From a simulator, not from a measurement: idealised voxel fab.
process module | voxel capacitor over wiring
cross-section cut | 175 nm wide | cells 5 nm
A cross-section is a grid of square cells, given in bands from the top down. A band is one or more rows of cells.
Each band's line starts with the height of the band's top and of its bottom, in nm. Then come its materials from left to right, each with its width in nm. One material with "throughout" fills the band from edge to edge. "air" is empty space.
Height 0 is the level under which the wafer as received is all one material. The lowest band goes on downwards, as in "0 down".
A width such as "30 to 40" changes by the same amount from each row of cells to the next, from the band's top row to its bottom row.
"no change" after a step means that no cell of the cross-section changed.
closed voids: empty space of 8 cells or more with no open way to the top, each as width x height at its distance from the left edge, in nm
after a step's settings: what the simulator itself notes on the step
overlay nm, on a step with a mask: how far to the right of its planned place the mask lay; to the left if negative
plan
1 op RECEIVE | material Si
2 op CONFORMAL_DEP | material SiO2 | thk nm 15
3 op DIRECTIONAL_DEP | material TiN | thk nm 5
4 op DIRECTIONAL_DEP | material Ru | thk nm 20
5 op DIRECTIONAL_DEP | material aC | thk nm 15
6 op PATTERN | tone cover | mask id METAL_1 | material resist | width nm 30 | pitch nm 80 | thk nm 35 | overlay nm 0
7 op DIRECTIONAL_ETCH | etch materials aC | depth nm 15
8 op STRIP | etch materials resist
9 op DIRECTIONAL_ETCH | etch materials Ru | depth nm 20
10 op DIRECTIONAL_ETCH | etch materials TiN | depth nm 5
11 op STRIP | etch materials aC
12 op FILL_DEP | material lowk | thk nm 5
13 op CMP | height nm 40
14 op CONFORMAL_DEP | material SiCN | thk nm 5
15 op DIRECTIONAL_DEP | material lowk | thk nm 20
16 op DIRECTIONAL_DEP | material aC | thk nm 10
17 op PATTERN | tone open | mask id PLUG_1 | material resist | width nm 15 | thk nm 25 | overlay nm 0
18 op DIRECTIONAL_ETCH | etch materials aC | depth nm 10
19 op STRIP | etch materials resist
20 op DIRECTIONAL_ETCH | etch materials lowk | depth nm 20
21 op DIRECTIONAL_ETCH | etch materials SiCN | depth nm 5
22 op STRIP | etch materials aC
23 op CONFORMAL_DEP | material TiN | thk nm 5
24 op FILL_DEP | material Ru | thk nm 5
25 op CMP | height nm 65
26 op DIRECTIONAL_DEP | material TiN | thk nm 10
27 op DIRECTIONAL_DEP | material SiN | thk nm 5
28 op DIRECTIONAL_DEP | material TiN | thk nm 10
29 op DIRECTIONAL_DEP | material aC | thk nm 15
30 op PATTERN | tone cover | mask id UPPER_PLATE | material resist | width nm 55 | thk nm 30 | overlay nm 0
31 op DIRECTIONAL_ETCH | etch materials aC | depth nm 15
32 op STRIP | etch materials resist
33 op DIRECTIONAL_ETCH | etch materials TiN | depth nm 10
34 op DIRECTIONAL_ETCH | etch materials SiN | depth nm 5
35 op STRIP | etch materials aC
36 op DIRECTIONAL_DEP | material aC | thk nm 10
37 op PATTERN | tone cover | mask id LOWER_PLATE | material resist | width nm 65 | thk nm 30 | overlay nm 0
38 op DIRECTIONAL_ETCH | etch materials aC | depth nm 10
39 op STRIP | etch materials resist
40 op DIRECTIONAL_ETCH | etch materials TiN | depth nm 10
41 op STRIP | etch materials aC
42 op FILL_DEP | material SiO2 | thk nm 20
43 op CMP | height nm 105
44 op MASKED_ETCH | tone open | mask id PLUG_2 | width nm 15 | etch materials SiO2 | depth nm 15 | overlay nm 0
45 op CONFORMAL_DEP | material TiN | thk nm 5
46 op FILL_DEP | material Ru | thk nm 5
47 op CMP | height nm 105
48 op CONFORMAL_DEP | material SiCN | thk nm 5
as received, after step 1
  0 down: Si throughout
  closed voids: none
first wafer at the end, as planned
  110 to 105: SiCN throughout
  105 to 95: SiO2 55 | TiN 5 | Ru 5 | TiN 5 | SiO2 105
  95 to 90: SiO2 55 | TiN 15 | SiO2 105
  90 to 80: SiO2 45 | TiN 55 | SiO2 75
  80 to 75: SiO2 45 | SiN 55 | SiO2 75
  75 to 65: SiO2 40 | TiN 65 | SiO2 70
  65 to 45: lowk 45 | TiN 5 | Ru 5 | TiN 5 | lowk 115
  45 to 40: SiCN 45 | TiN 15 | SiCN 115
  40 to 20: lowk 30 | Ru 30 | lowk 50 | Ru 30 | lowk 35
  20 to 15: lowk 30 | TiN 30 | lowk 50 | TiN 30 | lowk 35
  15 to 0: SiO2 throughout
  0 down: Si throughout
  closed voids: none
second wafer at the end: like start, like plan, one mistake
  110 to 105: SiCN throughout
  105 to 95: SiO2 50 | TiN 5 | Ru 5 | TiN 5 | SiO2 110
  95 to 90: SiO2 50 | TiN 15 | SiO2 110
  90 to 80: SiO2 45 | TiN 55 | SiO2 75
  80 to 75: SiO2 45 | SiN 55 | SiO2 75
  75 to 65: SiO2 40 | TiN 65 | SiO2 70
  65 to 45: lowk 45 | TiN 5 | Ru 5 | TiN 5 | lowk 115
  45 to 40: SiCN 45 | TiN 15 | SiCN 115
  40 to 20: lowk 30 | Ru 30 | lowk 50 | Ru 30 | lowk 35
  20 to 15: lowk 30 | TiN 30 | lowk 50 | TiN 30 | lowk 35
  15 to 0: SiO2 throughout
  0 down: Si throughout
  closed voids: none
what went wrong: step 44 ran as: op MASKED_ETCH | tone open | mask id PLUG_2 | width nm 15 | etch materials SiO2 | depth nm 15 | overlay nm -5
at the end the second wafer has, in cells: as many of each material as the first, in other places
